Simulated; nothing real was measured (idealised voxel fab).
Process module under the name voxel plated lines
The cross-section shown here is cut; it is 240 nm wide and divided into square cells measuring 5 nm on a side.
We lay out every cross-section as a grid of square cells and spell it out in bands from the top down, where one band means one or more rows of cells.
In this notation a band is specified by the heights of its top and bottom, in that order and in nm, after which its materials appear from left to right, each paired with its width in nm. The word "edge to edge" attached to a single material means that material fills the band from edge to edge; the word "air" stands for empty space.
Height reference: 0 = level under which incoming wafer is all one material. Lowest band: no bottom, runs on downward, e.g. "0 nm and below".
Width: "30->40" (first number = top row, second number = bottom row, same change from row to row of cells).
The cross-section has no changed cell in any step marked "no alterations made".
For the entry "Sealed voids", the listed items are empty spaces with no open way to the top whose size is 8 cells or more; each item follows the pattern width x height at distance, where distance is from the left edge and all three are in nm.
On each step's line, the part that comes after the settings is the simulator's own comment on the step.
overlay nm: how far to the right of its planned place the mask lay on this masked step (negative: to the left).
Here's what the planned process steps look like
step 1: RECEIVE,material Si
step 2: CONFORMAL_DEP,material SiN,thk nm 5
step 3: DIRECTIONAL_DEP,material TiN,thk nm 5
step 4: PATTERN,tone open,mask id LINES,material resist,width nm 15,pitch nm 35,thk nm 35,overlay nm 0
step 5: EPI,material Ru,thk nm 5
step 6: EPI,material Ru,thk nm 5
step 7: EPI,material Ru,thk nm 10
step 8: STRIP,etch materials resist
step 9: DIRECTIONAL_ETCH,etch materials TiN,depth nm 5
step 10: CONFORMAL_DEP,material SiCN,thk nm 5
As-received wafer cross-section (after step 1)
    0 nm and below | Si edge to edge
    Sealed voids: none
One mistake in running the module, otherwise start and plan as above: cross-section at the end
    35 nm to 30 nm | 100 of SiCN | 5 of air | 30 of SiCN | 5 of air | 100 of SiCN
    30 nm to 10 nm | 95 of Ru | 5 of SiCN | 5 of air | 5 of SiCN | 20 of Ru | 5 of SiCN | 5 of air | 5 of SiCN | 95 of Ru
    10 nm to 5 nm | 95 of TiN | 15 of SiCN | 20 of TiN | 15 of SiCN | 95 of TiN
    5 nm to 0 nm | SiN edge to edge
    0 nm and below | Si edge to edge
    Sealed voids: none
Which mistake was made when the wafer was run? step 4 did not happen as planned, as run it was PATTERN,tone cover,mask id LINES,material resist,width nm 15,pitch nm 35,thk nm 35,overlay nm 0
